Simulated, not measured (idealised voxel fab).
process module | voxel gate over fins
cross-section cut | 150 nm wide | cells 5 nm
A cross-section is a grid of square cells, given in bands from the top down. A band is one or more rows of cells.
Each band's line starts with the height of the band's top and of its bottom, in nm. Then come its materials from left to right, each with its width in nm. One material with "throughout" fills the band from edge to edge. "air" is empty space.
Height 0 is the level under which the wafer as received is all one material. The lowest band goes on downwards, as in "0 down".
A width such as "30 to 40" changes by the same amount from each row of cells to the next, from the band's top row to its bottom row.
"no change" after a step means that no cell of the cross-section changed.
closed voids: empty space of 8 cells or more with no open way to the top, each as width x height at its distance from the left edge, in nm
after a step's settings: what the simulator itself notes on the step
overlay nm, on a step with a mask: how far to the right of its planned place the mask lay; to the left if negative
plan
1 op RECEIVE | material Si
2 op CONFORMAL_DEP | material SiN | thk nm 10
3 op PATTERN | tone cover | mask id FINS | material resist | width nm 15 | pitch nm 35 | thk nm 15 | overlay nm 0
4 op DIRECTIONAL_ETCH | etch materials SiN | depth nm 10
5 op DIRECTIONAL_ETCH | etch materials Si | depth nm 35
6 op STRIP | etch materials resist
7 op OXIDIZE | depth nm 5
8 op FILL_DEP | material SiO2 | thk nm 5
9 op CMP | height nm 10
10 op SELECTIVE_ETCH | etch materials SiO2 | depth nm 25
11 op STRIP | etch materials SiN
12 op CONFORMAL_DEP | material HfO2 | thk nm 5
13 op CONFORMAL_DEP | material TiN | thk nm 5
14 op FILL_DEP | material W | thk nm 15
15 op CMP | height nm 20
16 op CONFORMAL_DEP | material SiCN | thk nm 10
as received, after step 1
  0 down: Si throughout
  closed voids: none
first wafer at the end, as planned
  30 to 20: SiCN throughout
  20 to 10: W throughout
  10 to 5: W 45 | TiN 25 | W 10 | TiN 25 | W 45
  5 to 0: W 45 | TiN 5 | HfO2 15 | TiN 5 | W 10 | TiN 5 | HfO2 15 | TiN 5 | W 45
  0 to -5: W 45 | TiN 5 | HfO2 5 | Si 5 | HfO2 5 | TiN 5 | W 10 | TiN 5 | HfO2 5 | Si 5 | HfO2 5 | TiN 5 | W 45
  -5 to -10: TiN 50 | HfO2 5 | Si 5 | HfO2 5 | TiN 20 | HfO2 5 | Si 5 | HfO2 5 | TiN 50
  -10 to -15: HfO2 55 | Si 5 | HfO2 30 | Si 5 | HfO2 55
  -15 to -40: SiO2 55 | Si 5 | SiO2 30 | Si 5 | SiO2 55
  -40 down: Si throughout
  closed voids: none
second wafer at the end: like start, like plan, one mistake
  30 to 20: SiCN throughout
  20 to 10: W throughout
  10 to 5: W 45 | TiN 25 | W 10 | TiN 25 | W 45
  5 to 0: W 45 | TiN 5 | HfO2 15 | TiN 5 | W 10 | TiN 5 | HfO2 15 | TiN 5 | W 45
  0 to -30: W 45 | TiN 5 | HfO2 5 | Si 5 | HfO2 5 | TiN 5 | W 10 | TiN 5 | HfO2 5 | Si 5 | HfO2 5 | TiN 5 | W 45
  -30 to -35: TiN 50 | HfO2 5 | Si 5 | HfO2 5 | TiN 20 | HfO2 5 | Si 5 | HfO2 5 | TiN 50
  -35 to -40: HfO2 55 | Si 5 | HfO2 30 | Si 5 | HfO2 55
  -40 down: Si throughout
  closed voids: none
what went wrong: step 10 was run twice
at the end the second wafer has, in cells: 20 more of HfO2 | 140 fewer of SiO2 | 20 more of TiN | 100 more of W
